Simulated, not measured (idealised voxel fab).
voxel quadruple lines: a process module
Xsec cut, 280 nm wide, square cell size 5 nm.
Cross-section spec: square-cell grid; bands listed top down; each band is one or more rows. Each band's line starts with the height of the band's top and of its bottom, in nm. Then come its materials from left to right, each with its width in nm. One material with "edge to edge" fills the band from edge to edge. "blank" is empty space. Counting heights begins at 0, where everything beneath is, in the wafer as received, one material. The lowest band has no bottom; it goes on downwards, as "z 0 and below" shows. A two-number width, for instance "30..40", indicates that the width is equal to the first number in the top row of the band and to the second number in the bottom row, and that it changes by a constant amount per row of cells. Take "no change" at face value: in the step it is given for, the cross-section changed in none of its cells. This entry, "Voids, fully enclosed", enumerates those empty regions of no fewer than 8 cells that possess no open connection to the top. Each region is reported in the form width x height at distance, the distance being taken from the left edge, with all three quantities expressed in nm. Whatever follows a step's settings on its line is a remark the simulator itself makes about that step. overlay nm: for a step with a mask, the amount by which the mask lay right of where it was planned; a negative amount means left of it.

-- Intended process steps
| 1 | RECEIVE with material Si |
| 2 | CONFORMAL_DEP with material Al2O3, thk nm 5 |
| 3 | DIRECTIONAL_DEP with material Ru, thk nm 10 |
| 4 | DIRECTIONAL_DEP with material polySi, thk nm 20 |
| 5 | DIRECTIONAL_DEP with material aC, thk nm 20 |
| 6 | PATTERN with tone cover, mask id MANDREL, material resist, width nm 20, thk nm 25, overlay nm 0 |
| 7 | DIRECTIONAL_ETCH with etch materials aC, depth nm 20 |
| 8 | STRIP with etch materials resist |
| 9 | CONFORMAL_DEP with material SiO2, thk nm 10 |
| 10 | DIRECTIONAL_ETCH with etch materials SiO2, depth nm 10 |
| 11 | STRIP with etch materials aC |
| 12 | DIRECTIONAL_ETCH with etch materials polySi, depth nm 20 |
| 13 | STRIP with etch materials SiO2 |
| 14 | CONFORMAL_DEP with material SiCN, thk nm 5 |
| 15 | DIRECTIONAL_ETCH with etch materials SiCN, depth nm 5 |
| 16 | STRIP with etch materials polySi |
| 17 | DIRECTIONAL_ETCH with etch materials Ru, depth nm 10 |
| 18 | STRIP with etch materials SiCN |
| 19 | FILL_DEP with material lowk, thk nm 10 |
| 20 | CMP with height nm 5 |
Wafer-to-wafer difference: height nm, step 20. Common start. Plan = first wafer's value.

-- Step 1 complete: as-received cross-section of the first of several wafers
> z 0 and below: Si edge to edge
> Voids, fully enclosed: none

-- Every row in this table is a wafer at the end of the module, and it gives, for each of the materials, the cells that wafer has gained (+) or lost (-) since it was received, then its closed voids
height nm 5; +56 Al2O3; Voids, fully enclosed: none
height nm 10; +56 Al2O3; +4 Ru; +52 lowk; Voids, fully enclosed: none
height nm 15; +56 Al2O3; +8 Ru; +104 lowk; Voids, fully enclosed: none
height nm 20; +56 Al2O3; +8 Ru; +160 lowk; Voids, fully enclosed: none
height nm 25; +56 Al2O3; +8 Ru; +216 lowk; Voids, fully enclosed: none
